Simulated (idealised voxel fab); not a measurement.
Presented below is a process module, voxel capacitor over wiring.
cross-section cut | 170 nm wide | cells 5 nm
Just so we're on the same page, the cross-sections are grids of square cells, and they're listed out in bands top to bottom, each band one or more rows deep.
Top, bottom (nm), then materials left to right with widths (nm); lone material tagged "edge to edge" fills the whole band edge to edge; "empty" = empty space.
Counting heights begins at 0, where everything beneath is, in the wafer as received, one material. The lowest band has no bottom; it goes on downwards, as "0 nm and below" shows.
The expression "30->40" gives the width at the extremes of the band, the first number at its top row of cells and the second at its bottom row, with the width changing by equal amounts from each row to the next in between.
"stayed the same" -> step changed no cross-section cell.
You'll see "Sealed internal cavities" listing empty spaces that have no way open to the top, as long as they're 8 cells or more; the notation is width x height at distance, where the distance is from the left edge, and all of it is in nm.
On each step's line, the part that comes after the settings is the simulator's own comment on the step.
On any step carrying a mask, the "overlay nm" setting, if present on the step's line, tells how far right of its planned place the mask lay; negative values point to the left.
Every pair from here on: before one process step, after it. The after cross-section reaches only to the lowest band that changed. Below the pair: the step in between and its settings. Pairs can belong to different runs of this module on the same starting wafer; a pair carries on from the pair above only if the entry headed "Pre-process" says so.
Pre-process:
0 nm and below | Si edge to edge
Sealed internal cavities: none
State After Step:
10 nm to 0 nm | SiO2 edge to edge
No changes below 0.
Sealed internal cavities: none
Looking at the two cross-sections above, the step in the middle is CONFORMAL_DEP (material SiO2; thk nm 10)
Pre-process: unchanged from the after cross-section in the pair immediately above; refer to that figure.
State After Step:
15 nm to 10 nm | SiN edge to edge
No changes below 10.
Sealed internal cavities: none
Looking at the two cross-sections above, the step in the middle is CONFORMAL_DEP (material SiN; thk nm 5)
Pre-process: unchanged from the after cross-section in the pair immediately above; refer to that figure.
State After Step:
30 nm to 15 nm | SiO2 edge to edge
No changes below 15.
Sealed internal cavities: none
Looking at the two cross-sections above, the step in the middle is DIRECTIONAL_DEP (material SiO2; thk nm 15)
Pre-process: unchanged from the after cross-section in the pair immediately above; refer to that figure.
State After Step:
45 nm to 30 nm | resist=20  empty=30  resist=65  empty=30  resist=25
No changes below 30.
Sealed internal cavities: none
Looking at the two cross-sections above, the step in the middle is PATTERN (tone open; mask id METAL_1; material resist; width nm 30; pitch nm 95; thk nm 15; overlay nm 0)
Pre-process: unchanged from the after cross-section in the pair immediately above; refer to that figure.
State After Step:
45 nm to 30 nm | resist=20  empty=30  resist=65  empty=30  resist=25
30 nm to 15 nm | SiO2=20  empty=30  SiO2=65  empty=30  SiO2=25
No changes below 15.
Sealed internal cavities: none
Looking at the two cross-sections above, the step in the middle is DIRECTIONAL_ETCH (etch materials SiO2; depth nm 15)
Pre-process: unchanged from the after cross-section in the pair immediately above; refer to that figure.
State After Step:
45 nm to 30 nm | resist=20  empty=30  resist=65  empty=30  resist=25
30 nm to 15 nm | SiO2=20  empty=30  SiO2=65  empty=30  SiO2=25
15 nm to 10 nm | SiN=20  empty=30  SiN=65  empty=30  SiN=25
No changes below 10.
Sealed internal cavities: none
Looking at the two cross-sections above, the step in the middle is DIRECTIONAL_ETCH (etch materials SiN; depth nm 5)
Pre-process: unchanged from the after cross-section in the pair immediately above; refer to that figure.
State After Step:
30 nm to 15 nm | SiO2=20  empty=30  SiO2=65  empty=30  SiO2=25
No changes below 15.
Sealed internal cavities: none
Looking at the two cross-sections above, the step in the middle is STRIP (etch materials resist)
Pre-process: unchanged from the after cross-section in the pair immediately above; refer to that figure.
State After Step:
35 nm to 30 nm | TiN=25  empty=20  TiN=75  empty=20  TiN=30
30 nm to 15 nm | SiO2=20  TiN=5  empty=20  TiN=5  SiO2=65  TiN=5  empty=20  TiN=5  SiO2=25
15 nm to 10 nm | SiN=20  TiN=30  SiN=65  TiN=30  SiN=25
No changes below 10.
Sealed internal cavities: none
Looking at the two cross-sections above, the step in the middle is CONFORMAL_DEP (material TiN; thk nm 5)
Pre-process: unchanged from the after cross-section in the pair immediately above; refer to that figure.
State After Step:
40 nm to 35 nm | Cu edge to edge
35 nm to 30 nm | TiN=25  Cu=20  TiN=75  Cu=20  TiN=30
30 nm to 15 nm | SiO2=20  TiN=5  Cu=20  TiN=5  SiO2=65  TiN=5  Cu=20  TiN=5  SiO2=25
No changes below 15.
Sealed internal cavities: none
Looking at the two cross-sections above, the step in the middle is FILL_DEP (material Cu; thk nm 5)
Pre-process: unchanged from the after cross-section in the pair immediately above; refer to that figure.
State After Step:
30 nm to 15 nm | SiO2=20  TiN=5  Cu=20  TiN=5  SiO2=65  TiN=5  Cu=20  TiN=5  SiO2=25
No changes below 15.
Sealed internal cavities: none
Looking at the two cross-sections above, the step in the middle is CMP (height nm 30)
Pre-process: unchanged from the after cross-section in the pair immediately above; refer to that figure.
State After Step:
35 nm to 30 nm | SiCN edge to edge
No changes below 30.
Sealed internal cavities: none
Looking at the two cross-sections above, the step in the middle is CONFORMAL_DEP (material SiCN; thk nm 5)
Pre-process: unchanged from the after cross-section in the pair immediately above; refer to that figure.
State After Step:
45 nm to 35 nm | SiO2 edge to edge
No changes below 35.
Sealed internal cavities: none
Looking at the two cross-sections above, the step in the middle is DIRECTIONAL_DEP (material SiO2; thk nm 10)
Pre-process: unchanged from the after cross-section in the pair immediately above; refer to that figure.
State After Step:
55 nm to 45 nm | aC edge to edge
No changes below 45.
Sealed internal cavities: none
Looking at the two cross-sections above, the step in the middle is DIRECTIONAL_DEP (material aC; thk nm 10)
Pre-process: unchanged from the after cross-section in the pair immediately above; refer to that figure.
State After Step:
80 nm to 55 nm | resist=35  empty=15  resist=120
No changes below 55.
Sealed internal cavities: none
Looking at the two cross-sections above, the step in the middle is PATTERN (tone open; mask id PLUG_1; material resist; width nm 15; thk nm 25; overlay nm 0)
Pre-process: unchanged from the after cross-section in the pair immediately above; refer to that figure.
State After Step:
70 nm to 55 nm | resist=35  empty=15  resist=120
55 nm to 45 nm | aC=35  empty=15  aC=120
No changes below 45.
Sealed internal cavities: none
Looking at the two cross-sections above, the step in the middle is DIRECTIONAL_ETCH (etch materials aC; depth nm 10)
Pre-process: unchanged from the after cross-section in the pair immediately above; refer to that figure.
State After Step:
55 nm to 45 nm | aC=35  empty=15  aC=120
No changes below 45.
Sealed internal cavities: none
Looking at the two cross-sections above, the step in the middle is STRIP (etch materials resist)
Pre-process: unchanged from the after cross-section in the pair immediately above; refer to that figure.
State After Step:
55 nm to 45 nm | aC=35  empty=15  aC=120
45 nm to 35 nm | SiO2=35  empty=15  SiO2=120
No changes below 35.
Sealed internal cavities: none
Looking at the two cross-sections above, the step in the middle is DIRECTIONAL_ETCH (etch materials SiO2; depth nm 10)
Pre-process: unchanged from the after cross-section in the pair immediately above; refer to that figure.
State After Step:
55 nm to 45 nm | aC=35  empty=15  aC=120
45 nm to 35 nm | SiO2=35  empty=15  SiO2=120
35 nm to 30 nm | SiCN=35  empty=15  SiCN=120
No changes below 30.
Sealed internal cavities: none
Looking at the two cross-sections above, the step in the middle is DIRECTIONAL_ETCH (etch materials SiCN; depth nm 5)
Pre-process: unchanged from the after cross-section in the pair immediately above; refer to that figure.
State After Step:
45 nm to 35 nm | SiO2=35  empty=15  SiO2=120
No changes below 35.
Sealed internal cavities: none
Looking at the two cross-sections above, the step in the middle is STRIP (etch materials aC)
Pre-process: unchanged from the after cross-section in the pair immediately above; refer to that figure.
State After Step:
50 nm to 45 nm | TiN=40  empty=5  TiN=125
45 nm to 35 nm | SiO2=35  TiN=5  empty=5  TiN=5  SiO2=120
35 nm to 30 nm | SiCN=35  TiN=15  SiCN=120
No changes below 30.
Sealed internal cavities: none
Looking at the two cross-sections above, the step in the middle is CONFORMAL_DEP (material TiN; thk nm 5)
Pre-process: unchanged from the after cross-section in the pair immediately above; refer to that figure.
State After Step:
55 nm to 50 nm | Ru edge to edge
50 nm to 45 nm | TiN=40  Ru=5  TiN=125
45 nm to 35 nm | SiO2=35  TiN=5  Ru=5  TiN=5  SiO2=120
No changes below 35.
Sealed internal cavities: none
Looking at the two cross-sections above, the step in the middle is FILL_DEP (material Ru; thk nm 5)
Pre-process: unchanged from the after cross-section in the pair immediately above; refer to that figure.
State After Step:
45 nm to 35 nm | SiO2=35  TiN=5  Ru=5  TiN=5  SiO2=120
No changes below 35.
Sealed internal cavities: none
Looking at the two cross-sections above, the step in the middle is CMP (height nm 45)
Pre-process: unchanged from the after cross-section in the pair immediately above; refer to that figure.
State After Step:
55 nm to 45 nm | TiN edge to edge
No changes below 45.
Sealed internal cavities: none
Looking at the two cross-sections above, the step in the middle is DIRECTIONAL_DEP (material TiN; thk nm 10)
Pre-process: unchanged from the after cross-section in the pair immediately above; refer to that figure.
State After Step:
60 nm to 55 nm | HfO2 edge to edge
No changes below 55.
Sealed internal cavities: none
Looking at the two cross-sections above, the step in the middle is DIRECTIONAL_DEP (material HfO2; thk nm 5)
Pre-process: unchanged from the after cross-section in the pair immediately above; refer to that figure.
State After Step:
70 nm to 60 nm | TiN edge to edge
No changes below 60.
Sealed internal cavities: none
Looking at the two cross-sections above, the step in the middle is DIRECTIONAL_DEP (material TiN; thk nm 10)
Pre-process: unchanged from the after cross-section in the pair immediately above; refer to that figure.
State After Step:
70 nm to 60 nm | empty=35  TiN=70  empty=65
No changes below 60.
Sealed internal cavities: none
Looking at the two cross-sections above, the step in the middle is MASKED_ETCH (tone cover; mask id UPPER_PLATE; width nm 70; etch materials TiN; depth nm 10; overlay nm 0)
Pre-process: unchanged from the after cross-section in the pair immediately above; refer to that figure.
State After Step:
70 nm to 60 nm | empty=35  TiN=70  empty=65
60 nm to 55 nm | empty=35  HfO2=70  empty=65
No changes below 55.
Sealed internal cavities: none
Looking at the two cross-sections above, the step in the middle is MASKED_ETCH (tone cover; mask id UPPER_PLATE; width nm 70; etch materials HfO2; depth nm 5; overlay nm 0)
Pre-process: unchanged from the after cross-section in the pair immediately above; refer to that figure.
State After Step:
85 nm to 70 nm | empty=35  aC=70  empty=65
70 nm to 60 nm | aC=35  TiN=70  aC=65
60 nm to 55 nm | aC=35  HfO2=70  aC=65
No changes below 55.
Sealed internal cavities: none
Looking at the two cross-sections above, the step in the middle is DIRECTIONAL_DEP (material aC; thk nm 15)
Pre-process: unchanged from the after cross-section in the pair immediately above; refer to that figure.
State After Step:
115 nm to 85 nm | empty=30  resist=80  empty=60
85 nm to 70 nm | empty=30  resist=5  aC=70  resist=5  empty=60
No changes below 70.
Sealed internal cavities: none
Looking at the two cross-sections above, the step in the middle is PATTERN (tone cover; mask id LOWER_PLATE; material resist; width nm 80; thk nm 30; overlay nm 0)
Pre-process: unchanged from the after cross-section in the pair immediately above; refer to that figure.
State After Step:
100 nm to 85 nm | empty=30  resist=80  empty=60
85 nm to 70 nm | empty=30  resist=5  aC=70  resist=5  empty=60
70 nm to 60 nm | empty=30  aC=5  TiN=70  aC=5  empty=60
60 nm to 55 nm | empty=30  aC=5  HfO2=70  aC=5  empty=60
No changes below 55.
Sealed internal cavities: none
Looking at the two cross-sections above, the step in the middle is DIRECTIONAL_ETCH (etch materials aC; depth nm 15)
Pre-process: unchanged from the after cross-section in the pair immediately above; refer to that figure.
State After Step:
85 nm to 70 nm | empty=35  aC=70  empty=65
No changes below 70.
Sealed internal cavities: none
Looking at the two cross-sections above, the step in the middle is STRIP (etch materials resist)
Pre-process: unchanged from the after cross-section in the pair immediately above; refer to that figure.
State After Step:
85 nm to 70 nm | empty=35  aC=70  empty=65
70 nm to 60 nm | empty=30  aC=5  TiN=70  aC=5  empty=60
60 nm to 55 nm | empty=30  aC=5  HfO2=70  aC=5  empty=60
55 nm to 45 nm | empty=30  TiN=80  empty=60
No changes below 45.
Sealed internal cavities: none
Looking at the two cross-sections above, the step in the middle is DIRECTIONAL_ETCH (etch materials TiN; depth nm 10)
Pre-process: unchanged from the after cross-section in the pair immediately above; refer to that figure.
State After Step:
70 nm to 60 nm | empty=35  TiN=70  empty=65
60 nm to 55 nm | empty=35  HfO2=70  empty=65
No changes below 55.
Sealed internal cavities: none
Looking at the two cross-sections above, the step in the middle is STRIP (etch materials aC)
Pre-process: unchanged from the after cross-section in the pair immediately above; refer to that figure.
State After Step:
85 nm to 70 nm | SiO2 edge to edge
70 nm to 60 nm | SiO2=35  TiN=70  SiO2=65
60 nm to 55 nm | SiO2=35  HfO2=70  SiO2=65
55 nm to 45 nm | SiO2=30  TiN=80  SiO2=60
No changes below 45.
Sealed internal cavities: none
Looking at the two cross-sections above, the step in the middle is FILL_DEP (material SiO2; thk nm 15)
Pre-process: unchanged from the after cross-section in the pair immediately above; refer to that figure.
State After Step:
80 nm to 70 nm | SiO2 edge to edge
No changes below 70.
Sealed internal cavities: none
Looking at the two cross-sections above, the step in the middle is CMP (height nm 80)
Pre-process: unchanged from the after cross-section in the pair immediately above; refer to that figure.
State After Step:
95 nm to 80 nm | resist=45  empty=15  resist=110
No changes below 80.
Sealed internal cavities: none
Looking at the two cross-sections above, the step in the middle is PATTERN (tone open; mask id PLUG_2; material resist; width nm 15; thk nm 15; overlay nm 0)
Pre-process: unchanged from the after cross-section in the pair immediately above; refer to that figure.
State After Step:
95 nm to 80 nm | resist=45  empty=15  resist=110
80 nm to 70 nm | SiO2=45  empty=15  SiO2=110
No changes below 70.
Sealed internal cavities: none
Looking at the two cross-sections above, the step in the middle is DIRECTIONAL_ETCH (etch materials SiO2; depth nm 10)
Pre-process: unchanged from the after cross-section in the pair immediately above; refer to that figure.
State After Step:
80 nm to 70 nm | SiO2=45  empty=15  SiO2=110
No changes below 70.
Sealed internal cavities: none
Looking at the two cross-sections above, the step in the middle is STRIP (etch materials resist)
Pre-process: unchanged from the after cross-section in the pair immediately above; refer to that figure.
State After Step:
85 nm to 80 nm | TiN=50  empty=5  TiN=115
80 nm to 75 nm | SiO2=45  TiN=5  empty=5  TiN=5  SiO2=110
75 nm to 70 nm | SiO2=45  TiN=15  SiO2=110
No changes below 70.
Sealed internal cavities: none
Looking at the two cross-sections above, the step in the middle is CONFORMAL_DEP (material TiN; thk nm 5)
Pre-process: unchanged from the after cross-section in the pair immediately above; refer to that figure.
State After Step:
95 nm to 85 nm | Ru edge to edge
85 nm to 80 nm | TiN=50  Ru=5  TiN=115
80 nm to 75 nm | SiO2=45  TiN=5  Ru=5  TiN=5  SiO2=110
No changes below 75.
Sealed internal cavities: none
Looking at the two cross-sections above, the step in the middle is FILL_DEP (material Ru; thk nm 10)
Pre-process: unchanged from the after cross-section in the pair immediately above; refer to that figure.
State After Step:
80 nm to 75 nm | SiO2=45  TiN=5  Ru=5  TiN=5  SiO2=110
No changes below 75.
Sealed internal cavities: none
Looking at the two cross-sections above, the step in the middle is CMP (height nm 80)
Pre-process: unchanged from the after cross-section in the pair immediately above; refer to that figure.
State After Step:
85 nm to 80 nm | SiCN edge to edge
No changes below 80.
Sealed internal cavities: none
Looking at the two cross-sections above, the step in the middle is CONFORMAL_DEP (material SiCN; thk nm 5)
Pre-process:
95 nm to 85 nm | Ru edge to edge
85 nm to 80 nm | TiN=50  Ru=5  TiN=115
80 nm to 75 nm | SiO2=45  TiN=5  Ru=5  TiN=5  SiO2=110
75 nm to 70 nm | SiO2=45  TiN=15  SiO2=110
70 nm to 60 nm | SiO2=35  TiN=70  SiO2=65
60 nm to 55 nm | SiO2=35  HfO2=70  SiO2=65
55 nm to 45 nm | SiO2=30  TiN=80  SiO2=60
45 nm to 35 nm | SiO2=35  TiN=5  Ru=5  TiN=5  SiO2=120
35 nm to 30 nm | SiCN=35  TiN=15  SiCN=120
30 nm to 15 nm | SiO2=20  TiN=5  Cu=20  TiN=5  SiO2=65  TiN=5  Cu=20  TiN=5  SiO2=25
15 nm to 10 nm | SiN=20  TiN=30  SiN=65  TiN=30  SiN=25
10 nm to 0 nm | SiO2 edge to edge
0 nm and below | Si edge to edge
Sealed internal cavities: none
State After Step:
100 nm to 95 nm | SiCN edge to edge
No changes below 95.
Sealed internal cavities: none
Looking at the two cross-sections above, the step in the middle is CONFORMAL_DEP (material SiCN; thk nm 5)
Pre-process:
85 nm to 70 nm | SiO2 edge to edge
70 nm to 60 nm | SiO2=35  TiN=70  SiO2=65
60 nm to 55 nm | SiO2=35  HfO2=70  SiO2=65
55 nm to 45 nm | SiO2=30  TiN=80  SiO2=60
45 nm to 35 nm | SiO2=35  TiN=5  Ru=5  TiN=5  SiO2=120
35 nm to 30 nm | SiCN=35  TiN=15  SiCN=120
30 nm to 15 nm | SiO2=20  TiN=5  Cu=20  TiN=5  SiO2=65  TiN=5  Cu=20  TiN=5  SiO2=25
15 nm to 10 nm | SiN=20  TiN=30  SiN=65  TiN=30  SiN=25
10 nm to 0 nm | SiO2 edge to edge
0 nm and below | Si edge to edge
Sealed internal cavities: none
State After Step:
100 nm to 70 nm | SiO2 edge to edge
No changes below 70.
Sealed internal cavities: none
Looking at the two cross-sections above, the step in the middle is FILL_DEP (material SiO2; thk nm 15)
Pre-process: unchanged from the after cross-section in the pair immediately above; refer to that figure.
State After Step:
80 nm to 70 nm | SiO2 edge to edge
No changes below 70.
Sealed internal cavities: none
Looking at the two cross-sections above, the step in the middle is CMP (height nm 80)
Pre-process:
10 nm to 0 nm | SiO2 edge to edge
0 nm and below | Si edge to edge
Sealed internal cavities: none
State After Step:
25 nm to 0 nm | SiO2 edge to edge
No changes below 0.
Sealed internal cavities: none
Looking at the two cross-sections above, the step in the middle is DIRECTIONAL_DEP (material SiO2; thk nm 15)
Pre-process: unchanged from the after cross-section in the pair immediately above; refer to that figure.
State After Step:
30 nm to 25 nm | SiN edge to edge
No changes below 25.
Sealed internal cavities: none
Looking at the two cross-sections above, the step in the middle is CONFORMAL_DEP (material SiN; thk nm 5)
Pre-process: unchanged from the after cross-section in the pair immediately above; refer to that figure.
State After Step:
45 nm to 30 nm | resist=20  empty=30  resist=65  empty=30  resist=25
No changes below 30.
Sealed internal cavities: none
Looking at the two cross-sections above, the step in the middle is PATTERN (tone open; mask id METAL_1; material resist; width nm 30; pitch nm 95; thk nm 15; overlay nm 0)
Pre-process: unchanged from the after cross-section in the pair immediately above; refer to that figure.
State After Step:
45 nm to 30 nm | resist=20  empty=30  resist=65  empty=30  resist=25
30 nm to 25 nm | SiN=20  empty=30  SiN=65  empty=30  SiN=25
No changes below 25.
Sealed internal cavities: none
Looking at the two cross-sections above, the step in the middle is DIRECTIONAL_ETCH (etch materials SiN; depth nm 5)
Pre-process: unchanged from the after cross-section in the pair immediately above; refer to that figure.
State After Step:
30 nm to 25 nm | SiN=20  empty=30  SiN=65  empty=30  SiN=25
No changes below 25.
Sealed internal cavities: none
Looking at the two cross-sections above, the step in the middle is STRIP (etch materials resist)
Pre-process: unchanged from the after cross-section in the pair immediately above; refer to that figure.
State After Step:
35 nm to 30 nm | TiN=25  empty=20  TiN=75  empty=20  TiN=30
30 nm to 25 nm | SiN=20  TiN=30  SiN=65  TiN=30  SiN=25
No changes below 25.
Sealed internal cavities: none
Looking at the two cross-sections above, the step in the middle is CONFORMAL_DEP (material TiN; thk nm 5)
Pre-process: unchanged from the after cross-section in the pair immediately above; refer to that figure.
State After Step:
40 nm to 35 nm | Cu edge to edge
35 nm to 30 nm | TiN=25  Cu=20  TiN=75  Cu=20  TiN=30
No changes below 30.
Sealed internal cavities: none
Looking at the two cross-sections above, the step in the middle is FILL_DEP (material Cu; thk nm 5)
Pre-process: unchanged from the after cross-section in the pair immediately above; refer to that figure.
State After Step:
30 nm to 25 nm | SiN=20  TiN=30  SiN=65  TiN=30  SiN=25
No changes below 25.
Sealed internal cavities: none
Looking at the two cross-sections above, the step in the middle is CMP (height nm 30)
Pre-process: unchanged from the after cross-section in the pair immediately above; refer to that figure.
State After Step:
35 nm to 30 nm | SiCN edge to edge
No changes below 30.
Sealed internal cavities: none
Looking at the two cross-sections above, the step in the middle is CONFORMAL_DEP (material SiCN; thk nm 5)
Pre-process: unchanged from the after cross-section in the pair immediately above; refer to that figure.
State After Step:
45 nm to 35 nm | SiO2 edge to edge
No changes below 35.
Sealed internal cavities: none
Looking at the two cross-sections above, the step in the middle is DIRECTIONAL_DEP (material SiO2; thk nm 10)
Pre-process: unchanged from the after cross-section in the pair immediately above; refer to that figure.
State After Step:
55 nm to 45 nm | aC edge to edge
No changes below 45.
Sealed internal cavities: none
Looking at the two cross-sections above, the step in the middle is DIRECTIONAL_DEP (material aC; thk nm 10)
Pre-process: unchanged from the after cross-section in the pair immediately above; refer to that figure.
State After Step:
80 nm to 55 nm | resist=35  empty=15  resist=120
No changes below 55.
Sealed internal cavities: none
Looking at the two cross-sections above, the step in the middle is PATTERN (tone open; mask id PLUG_1; material resist; width nm 15; thk nm 25; overlay nm 0)
Pre-process: unchanged from the after cross-section in the pair immediately above; refer to that figure.
State After Step:
70 nm to 55 nm | resist=35  empty=15  resist=120
55 nm to 45 nm | aC=35  empty=15  aC=120
No changes below 45.
Sealed internal cavities: none
Looking at the two cross-sections above, the step in the middle is DIRECTIONAL_ETCH (etch materials aC; depth nm 10)
Pre-process: unchanged from the after cross-section in the pair immediately above; refer to that figure.
State After Step:
55 nm to 45 nm | aC=35  empty=15  aC=120
No changes below 45.
Sealed internal cavities: none
Looking at the two cross-sections above, the step in the middle is STRIP (etch materials resist)
Pre-process: unchanged from the after cross-section in the pair immediately above; refer to that figure.
State After Step:
55 nm to 45 nm | aC=35  empty=15  aC=120
45 nm to 35 nm | SiO2=35  empty=15  SiO2=120
No changes below 35.
Sealed internal cavities: none
Looking at the two cross-sections above, the step in the middle is DIRECTIONAL_ETCH (etch materials SiO2; depth nm 10)
Pre-process: unchanged from the after cross-section in the pair immediately above; refer to that figure.
State After Step:
55 nm to 45 nm | aC=35  empty=15  aC=120
45 nm to 35 nm | SiO2=35  empty=15  SiO2=120
35 nm to 30 nm | SiCN=35  empty=15  SiCN=120
No changes below 30.
Sealed internal cavities: none
Looking at the two cross-sections above, the step in the middle is DIRECTIONAL_ETCH (etch materials SiCN; depth nm 5)
Pre-process: unchanged from the after cross-section in the pair immediately above; refer to that figure.
State After Step:
45 nm to 35 nm | SiO2=35  empty=15  SiO2=120
No changes below 35.
Sealed internal cavities: none
Looking at the two cross-sections above, the step in the middle is STRIP (etch materials aC)
Pre-process: unchanged from the after cross-section in the pair immediately above; refer to that figure.
State After Step:
50 nm to 45 nm | TiN=40  empty=5  TiN=125
45 nm to 35 nm | SiO2=35  TiN=5  empty=5  TiN=5  SiO2=120
35 nm to 30 nm | SiCN=35  TiN=15  SiCN=120
No changes below 30.
Sealed internal cavities: none
Looking at the two cross-sections above, the step in the middle is CONFORMAL_DEP (material TiN; thk nm 5)
Pre-process: unchanged from the after cross-section in the pair immediately above; refer to that figure.
State After Step:
55 nm to 50 nm | Ru edge to edge
50 nm to 45 nm | TiN=40  Ru=5  TiN=125
45 nm to 35 nm | SiO2=35  TiN=5  Ru=5  TiN=5  SiO2=120
No changes below 35.
Sealed internal cavities: none
Looking at the two cross-sections above, the step in the middle is FILL_DEP (material Ru; thk nm 5)
Pre-process: unchanged from the after cross-section in the pair immediately above; refer to that figure.
State After Step:
45 nm to 35 nm | SiO2=35  TiN=5  Ru=5  TiN=5  SiO2=120
No changes below 35.
Sealed internal cavities: none
Looking at the two cross-sections above, the step in the middle is CMP (height nm 45)
Pre-process: unchanged from the after cross-section in the pair immediately above; refer to that figure.
State After Step:
55 nm to 45 nm | TiN edge to edge
No changes below 45.
Sealed internal cavities: none
Looking at the two cross-sections above, the step in the middle is DIRECTIONAL_DEP (material TiN; thk nm 10)
Pre-process: unchanged from the after cross-section in the pair immediately above; refer to that figure.
State After Step:
60 nm to 55 nm | HfO2 edge to edge
No changes below 55.
Sealed internal cavities: none
Looking at the two cross-sections above, the step in the middle is DIRECTIONAL_DEP (material HfO2; thk nm 5)
Pre-process: unchanged from the after cross-section in the pair immediately above; refer to that figure.
State After Step:
70 nm to 60 nm | TiN edge to edge
No changes below 60.
Sealed internal cavities: none
Looking at the two cross-sections above, the step in the middle is DIRECTIONAL_DEP (material TiN; thk nm 10)
Pre-process: unchanged from the after cross-section in the pair immediately above; refer to that figure.
State After Step:
70 nm to 60 nm | empty=35  TiN=70  empty=65
No changes below 60.
Sealed internal cavities: none
Looking at the two cross-sections above, the step in the middle is MASKED_ETCH (tone cover; mask id UPPER_PLATE; width nm 70; etch materials TiN; depth nm 10; overlay nm 0)
Pre-process: unchanged from the after cross-section in the pair immediately above; refer to that figure.
State After Step:
70 nm to 60 nm | empty=35  TiN=70  empty=65
60 nm to 55 nm | empty=35  HfO2=70  empty=65
No changes below 55.
Sealed internal cavities: none
Looking at the two cross-sections above, the step in the middle is MASKED_ETCH (tone cover; mask id UPPER_PLATE; width nm 70; etch materials HfO2; depth nm 5; overlay nm 0)
Pre-process: unchanged from the after cross-section in the pair immediately above; refer to that figure.
State After Step:
85 nm to 70 nm | empty=35  aC=70  empty=65
70 nm to 60 nm | aC=35  TiN=70  aC=65
60 nm to 55 nm | aC=35  HfO2=70  aC=65
No changes below 55.
Sealed internal cavities: none
Looking at the two cross-sections above, the step in the middle is DIRECTIONAL_DEP (material aC; thk nm 15)
Pre-process: unchanged from the after cross-section in the pair immediately above; refer to that figure.
State After Step:
115 nm to 85 nm | empty=30  resist=80  empty=60
85 nm to 70 nm | empty=30  resist=5  aC=70  resist=5  empty=60
No changes below 70.
Sealed internal cavities: none
Looking at the two cross-sections above, the step in the middle is PATTERN (tone cover; mask id LOWER_PLATE; material resist; width nm 80; thk nm 30; overlay nm 0)
Pre-process: unchanged from the after cross-section in the pair immediately above; refer to that figure.
State After Step:
100 nm to 85 nm | empty=30  resist=80  empty=60
85 nm to 70 nm | empty=30  resist=5  aC=70  resist=5  empty=60
70 nm to 60 nm | empty=30  aC=5  TiN=70  aC=5  empty=60
60 nm to 55 nm | empty=30  aC=5  HfO2=70  aC=5  empty=60
No changes below 55.
Sealed internal cavities: none
Looking at the two cross-sections above, the step in the middle is DIRECTIONAL_ETCH (etch materials aC; depth nm 15)
Pre-process: unchanged from the after cross-section in the pair immediately above; refer to that figure.
State After Step:
85 nm to 70 nm | empty=35  aC=70  empty=65
No changes below 70.
Sealed internal cavities: none
Looking at the two cross-sections above, the step in the middle is STRIP (etch materials resist)
Pre-process: unchanged from the after cross-section in the pair immediately above; refer to that figure.
State After Step:
85 nm to 70 nm | empty=35  aC=70  empty=65
70 nm to 60 nm | empty=30  aC=5  TiN=70  aC=5  empty=60
60 nm to 55 nm | empty=30  aC=5  HfO2=70  aC=5  empty=60
55 nm to 45 nm | empty=30  TiN=80  empty=60
No changes below 45.
Sealed internal cavities: none
Looking at the two cross-sections above, the step in the middle is DIRECTIONAL_ETCH (etch materials TiN; depth nm 10)
Pre-process: unchanged from the after cross-section in the pair immediately above; refer to that figure.
State After Step:
70 nm to 60 nm | empty=35  TiN=70  empty=65
60 nm to 55 nm | empty=35  HfO2=70  empty=65
No changes below 55.
Sealed internal cavities: none
Looking at the two cross-sections above, the step in the middle is STRIP (etch materials aC)
Pre-process: unchanged from the after cross-section in the pair immediately above; refer to that figure.
State After Step:
85 nm to 70 nm | SiO2 edge to edge
70 nm to 60 nm | SiO2=35  TiN=70  SiO2=65
60 nm to 55 nm | SiO2=35  HfO2=70  SiO2=65
55 nm to 45 nm | SiO2=30  TiN=80  SiO2=60
No changes below 45.
Sealed internal cavities: none
Looking at the two cross-sections above, the step in the middle is FILL_DEP (material SiO2; thk nm 15)
Pre-process: unchanged from the after cross-section in the pair immediately above; refer to that figure.
State After Step:
80 nm to 70 nm | SiO2 edge to edge
No changes below 70.
Sealed internal cavities: none
Looking at the two cross-sections above, the step in the middle is CMP (height nm 80)
Pre-process: unchanged from the after cross-section in the pair immediately above; refer to that figure.
State After Step:
95 nm to 80 nm | resist=45  empty=15  resist=110
No changes below 80.
Sealed internal cavities: none
Looking at the two cross-sections above, the step in the middle is PATTERN (tone open; mask id PLUG_2; material resist; width nm 15; thk nm 15; overlay nm 0)
Pre-process: unchanged from the after cross-section in the pair immediately above; refer to that figure.
State After Step:
95 nm to 80 nm | resist=45  empty=15  resist=110
80 nm to 70 nm | SiO2=45  empty=15  SiO2=110
No changes below 70.
Sealed internal cavities: none
Looking at the two cross-sections above, the step in the middle is DIRECTIONAL_ETCH (etch materials SiO2; depth nm 10)
Pre-process: unchanged from the after cross-section in the pair immediately above; refer to that figure.
State After Step:
80 nm to 70 nm | SiO2=45  empty=15  SiO2=110
No changes below 70.
Sealed internal cavities: none
Looking at the two cross-sections above, the step in the middle is STRIP (etch materials resist)
Pre-process: unchanged from the after cross-section in the pair immediately above; refer to that figure.
State After Step:
85 nm to 80 nm | TiN=50  empty=5  TiN=115
80 nm to 75 nm | SiO2=45  TiN=5  empty=5  TiN=5  SiO2=110
75 nm to 70 nm | SiO2=45  TiN=15  SiO2=110
No changes below 70.
Sealed internal cavities: none
Looking at the two cross-sections above, the step in the middle is CONFORMAL_DEP (material TiN; thk nm 5)
Pre-process: unchanged from the after cross-section in the pair immediately above; refer to that figure.
State After Step:
95 nm to 85 nm | Ru edge to edge
85 nm to 80 nm | TiN=50  Ru=5  TiN=115
80 nm to 75 nm | SiO2=45  TiN=5  Ru=5  TiN=5  SiO2=110
No changes below 75.
Sealed internal cavities: none
Looking at the two cross-sections above, the step in the middle is FILL_DEP (material Ru; thk nm 10)
Pre-process: unchanged from the after cross-section in the pair immediately above; refer to that figure.
State After Step:
80 nm to 75 nm | SiO2=45  TiN=5  Ru=5  TiN=5  SiO2=110
No changes below 75.
Sealed internal cavities: none
Looking at the two cross-sections above, the step in the middle is CMP (height nm 80)
Pre-process: unchanged from the after cross-section in the pair immediately above; refer to that figure.
State After Step:
85 nm to 80 nm | SiCN edge to edge
No changes below 80.
Sealed internal cavities: none
Looking at the two cross-sections above, the step in the middle is CONFORMAL_DEP (material SiCN; thk nm 5)
